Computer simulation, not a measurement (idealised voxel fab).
The process module presented herein is designated voxel transistor to metal.
Section cut is 195 nm wide and gridded with 5 nm square cells.
A cross-section is a grid of square cells, given in bands from the top down. A band is one or more rows of cells. First you get the band's top height and its bottom height, in nm, and then the materials it's made of, left to right, with each width in nm. If you see a single material with "throughout", that one covers the band edge to edge. "air" is empty space. Zero point of the height axis is 0; under it, received wafer = one material. Lowest band: continues down indefinitely, "from 0 down". Width spec "30..40" -> top row of cells at first value, bottom row at second value, equal per-row change in between. You'll sometimes find "no alteration" written for a step, and that's the way of saying that nowhere in the cross-section did a cell change during that step. The label "Sealed cavities" introduces a list of the empty spaces, 8 cells or larger, that have no open way up to the top; each entry in it reads width x height at distance, where the distance is taken from the left edge and all three are stated in nm. Whatever follows a step's settings on its line is a remark the simulator itself makes about that step. If you see "overlay nm" on a step's line and that step has a mask, it's telling you how far right of where it was planned the mask ended up; a negative number means it went left instead.

# The following list gives the planned process steps
1) RECEIVE, material Si
2) CONFORMAL_DEP, material SiO2, thk nm 5
3) CONFORMAL_DEP, material SiN, thk nm 10
4) PATTERN, tone cover, mask id ACTIVE, material resist, width nm 125, thk nm 15, overlay nm 0
5) DIRECTIONAL_ETCH, etch materials SiN, depth nm 10
6) DIRECTIONAL_ETCH, etch materials SiO2, depth nm 5
7) DIRECTIONAL_ETCH, etch materials Si, depth nm 20
8) STRIP, etch materials resist
9) OXIDIZE, depth nm 5
10) FILL_DEP, material SiO2, thk nm 5
11) CMP, height nm 15
12) SELECTIVE_ETCH, etch materials SiO2, depth nm 10
13) STRIP, etch materials SiN
14) SELECTIVE_ETCH, etch materials SiO2, depth nm 5
15) OXIDIZE, depth nm 5
16) DIRECTIONAL_DEP, material polySi, thk nm 30
17) DIRECTIONAL_DEP, material SiCN, thk nm 15
18) PATTERN, tone cover, mask id GATE, material resist, width nm 35, thk nm 15, overlay nm 0
19) DIRECTIONAL_ETCH, etch materials SiCN, depth nm 25
20) DIRECTIONAL_ETCH, etch materials polySi, depth nm 40
21) STRIP, etch materials resist
22) CONFORMAL_DEP, material SiO2, thk nm 5
23) DIRECTIONAL_ETCH, etch materials SiO2, depth nm 5
24) CONFORMAL_DEP, material SiN, thk nm 5
25) DIRECTIONAL_ETCH, etch materials SiN, depth nm 5
26) DIRECTIONAL_ETCH, etch materials SiO2, depth nm 5
27) DIRECTIONAL_ETCH, etch materials Si, depth nm 15
28) EPI, material SiGe, thk nm 20
29) FILL_DEP, material SiO2, thk nm 5
30) CMP, height nm 30
31) STRIP, etch materials polySi
32) SELECTIVE_ETCH, etch materials SiO2, depth nm 5
33) CONFORMAL_DEP, material HfO2, thk nm 5
34) CONFORMAL_DEP, material TiN, thk nm 5
35) FILL_DEP, material W, thk nm 10
36) CMP, height nm 25
37) DIRECTIONAL_DEP, material SiO2, thk nm 10
38) DIRECTIONAL_DEP, material aC, thk nm 15
39) PATTERN, tone open, mask id CONTACT, material resist, width nm 15, pitch nm 90, thk nm 30, overlay nm 0
40) DIRECTIONAL_ETCH, etch materials aC, depth nm 15
41) STRIP, etch materials resist
42) DIRECTIONAL_ETCH, etch materials SiO2, depth nm 35
43) STRIP, etch materials aC
44) CONFORMAL_DEP, material TiN, thk nm 5
45) FILL_DEP, material Ru, thk nm 5
46) CMP, height nm 35
47) DIRECTIONAL_DEP, material TiN, thk nm 5
48) DIRECTIONAL_DEP, material W, thk nm 15
49) PATTERN, tone cover, mask id METAL_1, material resist, width nm 15, pitch nm 90, thk nm 15, overlay nm 0
50) DIRECTIONAL_ETCH, etch materials W, depth nm 15
51) DIRECTIONAL_ETCH, etch materials TiN, depth nm 5
52) STRIP, etch materials resist
53) FILL_DEP, material lowk, thk nm 10
54) CMP, height nm 55
55) CONFORMAL_DEP, material SiN, thk nm 5

# Incoming wafer in cross-section (state: after step 1)
- from 0 down  Si throughout
- Sealed cavities: none

# Cross-section: first of two wafers, module finished, run according to plan
- from 60 to 55  SiN throughout
- from 55 to 40  45 lowk; 15 W; 75 lowk; 15 W; 45 lowk
- from 40 to 35  45 lowk; 15 TiN; 75 lowk; 15 TiN; 45 lowk
- from 35 to 25  45 SiO2; 5 TiN; 5 Ru; 5 TiN; 75 SiO2; 5 TiN; 5 Ru; 5 TiN; 45 SiO2
- from 25 to 20  45 SiO2; 5 TiN; 5 Ru; 5 TiN; 10 SiO2; 5 SiN; 5 HfO2; 5 TiN; 25 W; 5 TiN; 5 HfO2; 5 SiN; 10 SiO2; 5 TiN; 5 Ru; 5 TiN; 45 SiO2
- from 20 to 15  45 SiO2; 15 TiN; 10 SiO2; 5 SiN; 5 HfO2; 5 TiN; 25 W; 5 TiN; 5 HfO2; 5 SiN; 10 SiO2; 15 TiN; 45 SiO2
- from 15 to 5  45 SiO2; 5 TiN; 20 SiGe; 5 SiN; 5 HfO2; 5 TiN; 25 W; 5 TiN; 5 HfO2; 5 SiN; 20 SiGe; 5 TiN; 45 SiO2
- from 5 to 0  45 SiO2; 5 TiN; 20 SiGe; 5 SiN; 5 HfO2; 35 TiN; 5 HfO2; 5 SiN; 20 SiGe; 5 TiN; 45 SiO2
- from 0 to -5  35 SiO2; 35 SiGe; 5 SiO2; 45 HfO2; 5 SiO2; 35 SiGe; 35 SiO2
- from -5 to -20  40 SiO2; 30 SiGe; 55 Si; 30 SiGe; 40 SiO2
- from -20 to -25  40 SiO2; 115 Si; 40 SiO2
- from -25 down  Si throughout
- Sealed cavities: none

# Second of two wafers, module complete, sectioned: it shares the first wafer's start and plan but was run with one mistake
- from 60 to 55  SiN throughout
- from 55 to 40  45 lowk; 15 W; 75 lowk; 15 W; 45 lowk
- from 40 to 35  45 lowk; 15 TiN; 75 lowk; 15 TiN; 45 lowk
- from 35 to 25  45 SiO2; 5 TiN; 5 Ru; 5 TiN; 75 SiO2; 5 TiN; 5 Ru; 5 TiN; 45 SiO2
- from 25 to 20  45 SiO2; 5 TiN; 5 Ru; 5 TiN; 15 SiO2; 5 SiN; 5 HfO2; 5 TiN; 15 W; 5 TiN; 5 HfO2; 5 SiN; 15 SiO2; 5 TiN; 5 Ru; 5 TiN; 45 SiO2
- from 20 to 15  45 SiO2; 15 TiN; 15 SiO2; 5 SiN; 5 HfO2; 5 TiN; 15 W; 5 TiN; 5 HfO2; 5 SiN; 15 SiO2; 15 TiN; 45 SiO2
- from 15 to 5  45 SiO2; 10 TiN; 20 SiGe; 5 SiN; 5 HfO2; 5 TiN; 15 W; 5 TiN; 5 HfO2; 5 SiN; 20 SiGe; 10 TiN; 45 SiO2
- from 5 to 0  45 SiO2; 10 TiN; 20 SiGe; 5 SiN; 5 HfO2; 25 TiN; 5 HfO2; 5 SiN; 20 SiGe; 10 TiN; 45 SiO2
- from 0 to -5  30 SiO2; 45 SiGe; 5 SiN; 35 HfO2; 5 SiN; 45 SiGe; 30 SiO2
- from -5 to -10  30 SiO2; 45 SiGe; 45 Si; 45 SiGe; 30 SiO2
- from -10 to -20  40 SiO2; 35 SiGe; 45 Si; 35 SiGe; 40 SiO2
- from -20 to -25  40 SiO2; 115 Si; 40 SiO2
- from -25 down  Si throughout
- Sealed cavities: none
The mistake made against the process plan was this: skipped: plan step 22 (never run)
It is noted that, at the conclusion of processing, the second wafer exhibits a higher or lower cell count for certain materials relative to the first: -2 HfO2; -6 Si; +14 SiGe; +2 SiN; -4 SiO2; +4 TiN; -8 W
